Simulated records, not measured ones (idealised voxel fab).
Process module, titled voxel double patterning
The width of the displayed cross-section, cut, is 240 nm; its cells are square, with a size of 5 nm.
In what follows, cross-sections appear as grids of square cells, described through bands that run from the top down, where every band is one or more rows of cells. First you get the band's top height and its bottom height, in nm, and then the materials it's made of, left to right, with each width in nm. If you see a single material with "throughout", that one covers the band edge to edge. "blank" is empty space. Height datum 0, below which the as-received substrate wafer is one material. Lowest band open at the bottom, running downward: "0 and below". Note: "30->40" means the width goes from the first number (top row of the band) to the second number (bottom row) in equal steps per row of cells. You'll sometimes find "all unchanged" written for a step, and that's the way of saying that nowhere in the cross-section did a cell change during that step. Closed empty spaces (no open way to the top) of 8 cells or more are what "Closed void inventory" lists, each as width x height at distance from the left edge, nm for all three. What comes after the settings on a step's line is commentary from the simulator itself on that step. overlay nm: step with mask; distance mask lay right of planned place; negative value = left of planned place.

[The process steps that were planned are listed below]
1,RECEIVE: material Si
2,CONFORMAL_DEP: material SiO2, thk nm 10
3,DIRECTIONAL_DEP: material polySi, thk nm 15
4,DIRECTIONAL_DEP: material SiN, thk nm 10
5,MASKED_ETCH: tone open, mask id FIRST, width nm 15, pitch nm 50, etch materials SiN, depth nm 10, overlay nm 0
6,MASKED_ETCH: tone open, mask id SECOND, width nm 15, pitch nm 50, etch materials SiN, depth nm 10, overlay nm 0
7,DIRECTIONAL_ETCH: etch materials polySi, depth nm 15
8,STRIP: etch materials SiN

[Cross-section of the wafer as it came to us, i.e., already through step 1]
	0 and below | Si throughout
	Closed void inventory: none

[The following cross-section depicts the wafer upon conclusion of the module. Processing commenced from the starting condition illustrated above and adhered to the plan illustrated above, save for one mistake in execution]
	25 down to 15 | SiO2 throughout
	15 down to 0 | polySi throughout
	0 and below | Si throughout
	Closed void inventory: none
Misprocessing identified: steps 2 and 3 of the plan were run in the wrong order, each in the other's place
